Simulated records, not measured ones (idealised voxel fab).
process module | voxel self aligned vias
cross-section cut | 240 nm wide | cells 5 nm
A cross-section is a grid of square cells, given in bands from the top down. A band is one or more rows of cells.
Each band's line starts with the height of the band's top and of its bottom, in nm. Then come its materials from left to right, each with its width in nm. One material with "throughout" fills the band from edge to edge. "air" is empty space.
Height 0 is the level under which the wafer as received is all one material. The lowest band goes on downwards, as in "0 down".
A width such as "30 to 40" changes by the same amount from each row of cells to the next, from the band's top row to its bottom row.
"no change" after a step means that no cell of the cross-section changed.
closed voids: empty space of 8 cells or more with no open way to the top, each as width x height at its distance from the left edge, in nm
after a step's settings: what the simulator itself notes on the step
overlay nm, on a step with a mask: how far to the right of its planned place the mask lay; to the left if negative
plan
1 op RECEIVE | material Si
2 op CONFORMAL_DEP | material SiO2 | thk nm 10
3 op CONFORMAL_DEP | material SiCN | thk nm 5
4 op DIRECTIONAL_DEP | material lowk | thk nm 25
5 op PATTERN | tone open | mask id LINES | material resist | width nm 25 | pitch nm 60 | thk nm 20 | overlay nm -15
6 op DIRECTIONAL_ETCH | etch materials lowk | depth nm 25
7 op STRIP | etch materials resist
8 op CONFORMAL_DEP | material TiN | thk nm 5
9 op FILL_DEP | material W | thk nm 5
10 op CMP | height nm 40
11 op SELECTIVE_ETCH | etch materials W Ru TiN | depth nm 10
12 op FILL_DEP | material SiN | thk nm 10
13 op CMP | height nm 40
14 op DIRECTIONAL_DEP | material lowk | thk nm 20
15 op DIRECTIONAL_DEP | material aC | thk nm 10
16 op PATTERN | tone open | mask id VIAS | material resist | width nm 45 | pitch nm 120 | thk nm 30 | overlay nm 0
17 op DIRECTIONAL_ETCH | etch materials aC | depth nm 10
18 op STRIP | etch materials resist
19 op DIRECTIONAL_ETCH | etch materials lowk | depth nm 20
20 op DIRECTIONAL_ETCH | etch materials SiN | depth nm 10
21 op STRIP | etch materials aC
22 op CONFORMAL_DEP | material TiN | thk nm 5
23 op FILL_DEP | material Cu | thk nm 5
24 op CMP | height nm 60
25 op CONFORMAL_DEP | material SiN | thk nm 5
varied across the wafers: overlay nm of step 5. The plan shows the first wafer's value. All wafers start alike
first wafer as received, after step 1
  0 down: Si throughout
  closed voids: none
each wafer at the end: cells of each material gained (+) or lost (-) since it was received, then its closed voids
overlay nm -15 | +50 Cu | +48 SiCN | +62 SiN | +96 SiO2 | +65 TiN | +18 W | +285 lowk | closed voids: none
overlay nm -10 | +54 Cu | +48 SiCN | +58 SiN | +96 SiO2 | +65 TiN | +18 W | +285 lowk | closed voids: none
overlay nm -5 | +54 Cu | +48 SiCN | +58 SiN | +96 SiO2 | +65 TiN | +18 W | +285 lowk | closed voids: none
overlay nm 0 | +54 Cu | +48 SiCN | +58 SiN | +96 SiO2 | +65 TiN | +18 W | +285 lowk | closed voids: none
overlay nm 5 | +54 Cu | +48 SiCN | +58 SiN | +96 SiO2 | +65 TiN | +18 W | +285 lowk | closed voids: none
overlay nm 10 | +54 Cu | +48 SiCN | +58 SiN | +96 SiO2 | +65 TiN | +18 W | +285 lowk | closed voids: none
overlay nm 15 | +50 Cu | +48 SiCN | +62 SiN | +96 SiO2 | +65 TiN | +18 W | +285 lowk | closed voids: none
